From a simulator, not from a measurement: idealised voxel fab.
The name of this process module is voxel released beams.
Square cell edge 5 nm, section width 280 nm, ID cut.
Bands, listed from the top down, are how a cross-section gets written in this document; the cross-section itself is a grid of square cells, and a band is one or more rows of them. Band: top height; bottom height; in nm. Then, left to right: material with width in nm, for each material. "full width": a single material spanning edge to edge. "air": empty space. Convention: height 0 is the level below which the wafer, as received, is all one material. The lowest band does not terminate at the bottom but continues downward, represented as "0 nm and below". Read "30 to 40" as a graded width: first number on top, second number at the bottom, same change between each pair of neighbouring rows. "no alterations made", as given for a step, is the statement that not any cell of the cross-section underwent a change during that step. Each empty space that has no open way to the top and spans at least 8 cells appears under "Fully enclosed voids" as width x height at distance, the distance counted from the left edge, all in nm. Heads up: the bit after the settings on a step's line is the simulator's remark on that step. If you see "overlay nm" on a step's line and that step has a mask, it's telling you how far right of where it was planned the mask ended up; a negative number means it went left instead.

## Process steps foreseen in the plan
- 1: RECEIVE,material Si
- 2: CONFORMAL_DEP,material SiN,thk nm 10
- 3: DIRECTIONAL_DEP,material SiO2,thk nm 15
- 4: DIRECTIONAL_DEP,material aC,thk nm 10
- 5: PATTERN,tone open,mask id ANCHOR,material resist,width nm 35,thk nm 30,overlay nm 0
- 6: DIRECTIONAL_ETCH,etch materials aC,depth nm 10
- 7: STRIP,etch materials resist
- 8: DIRECTIONAL_ETCH,etch materials SiO2,depth nm 15
- 9: STRIP,etch materials aC
- 10: CONFORMAL_DEP,material W,thk nm 10
- 11: MASKED_ETCH,tone cover,mask id BEAM,width nm 120,etch materials W,depth nm 10,overlay nm 0
- 12: STRIP,etch materials SiO2

## Cross-section: wafer on arrival = after step 1
    0 nm and below | Si full width
    Fully enclosed voids: none

## Post-module cross-section of the first of two wafers (run per plan)
    35 nm to 25 nm | 75 nm air; 15 nm W; 15 nm air; 90 nm W; 85 nm air
    25 nm to 20 nm | 80 nm air; 10 nm W; 15 nm air; 10 nm W; 165 nm air
    20 nm to 10 nm | 80 nm air; 35 nm W; 165 nm air
    10 nm to 0 nm | SiN full width
    0 nm and below | Si full width
    Fully enclosed voids: none

## What the second wafer looks like in cross-section once the module is done. Its start and its plan matched the first wafer's exactly; what differed was one mistake in how it was run
    10 nm to 0 nm | 75 nm air; 120 nm W; 85 nm air
    0 nm and below | Si full width
    Fully enclosed voids: none
what went wrong: step 9 off recipe, ran as STRIP,etch materials SiN
Final difference in cells, second wafer against first, listed per material as more or fewer: -112 SiN | -12 W
